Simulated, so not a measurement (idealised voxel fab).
The document below concerns the process module designated voxel local oxidation.
The width of the displayed cross-section, cut, is 240 nm; its cells are square, with a size of 5 nm.
Bands, listed from the top down, are how a cross-section gets written in this document; the cross-section itself is a grid of square cells, and a band is one or more rows of them.
In this notation a band is specified by the heights of its top and bottom, in that order and in nm, after which its materials appear from left to right, each paired with its width in nm. The word "throughout" attached to a single material means that material fills the band from edge to edge; the word "air" stands for empty space.
The level at which height equals 0 is the one under which the wafer, as it arrives, is entirely one material. No lower edge exists for the bottom band, which continues downward and is notated as in "z 0 and below".
Top row gets the first number, bottom row gets the second, and each row in between changes by the same step: that is how a band width like "30 to 40" works.
It should be understood that the words "nothing altered", when stated for a given step, signify that the cross-section underwent no change in any of its cells during that step.
Look at "Entrapped void list" for the closed voids: empty spaces with no open path to the top, sized 8 cells or up. Each is width x height at distance, distance from the left edge, all nm.
It should be noted that, on the line of a given step, the content following the step's settings is a remark produced by the simulator itself with respect to that step.
overlay nm: how far to the right of its planned place the mask lay on this masked step (negative: to the left).

[Steps in the process plan]
1 RECEIVE | material Si
2 CONFORMAL_DEP | material SiO2 | thk nm 5
3 CONFORMAL_DEP | material SiN | thk nm 10
4 DIRECTIONAL_DEP | material aC | thk nm 15
5 PATTERN | tone cover | mask id ACTIVE | material resist | width nm 90 | thk nm 35 | overlay nm -15
6 DIRECTIONAL_ETCH | etch materials aC | depth nm 15
7 STRIP | etch materials resist
8 DIRECTIONAL_ETCH | etch materials SiN | depth nm 10
9 STRIP | etch materials aC
10 SELECTIVE_ETCH | etch materials SiO2 | depth nm 5
11 OXIDIZE | depth nm 15
12 STRIP | etch materials SiN
Don't read the plan's overlay nm for step 5 as applying to every wafer: that's the first wafer's value, and the wafers differ in it, though they all start identical.

[Sectional view: first of several wafers, as received, after step 1]
    z 0 and below: Si throughout
    Entrapped void list: none

[For your reference, the table is organized with a row per wafer; each row reflects the wafer at the end of the module, indicating for each material the cells gained (+) or lost (-) since receipt, and thereafter its closed voids]
overlay nm -15, -114 Si, +130 SiO2, Entrapped void list: none
overlay nm -10, -114 Si, +130 SiO2, Entrapped void list: none
overlay nm -5, -114 Si, +130 SiO2, Entrapped void list: none
overlay nm 0, -114 Si, +130 SiO2, Entrapped void list: none
overlay nm 5, -114 Si, +130 SiO2, Entrapped void list: none
overlay nm 10, -114 Si, +130 SiO2, Entrapped void list: none
overlay nm 15, -114 Si, +130 SiO2, Entrapped void list: none
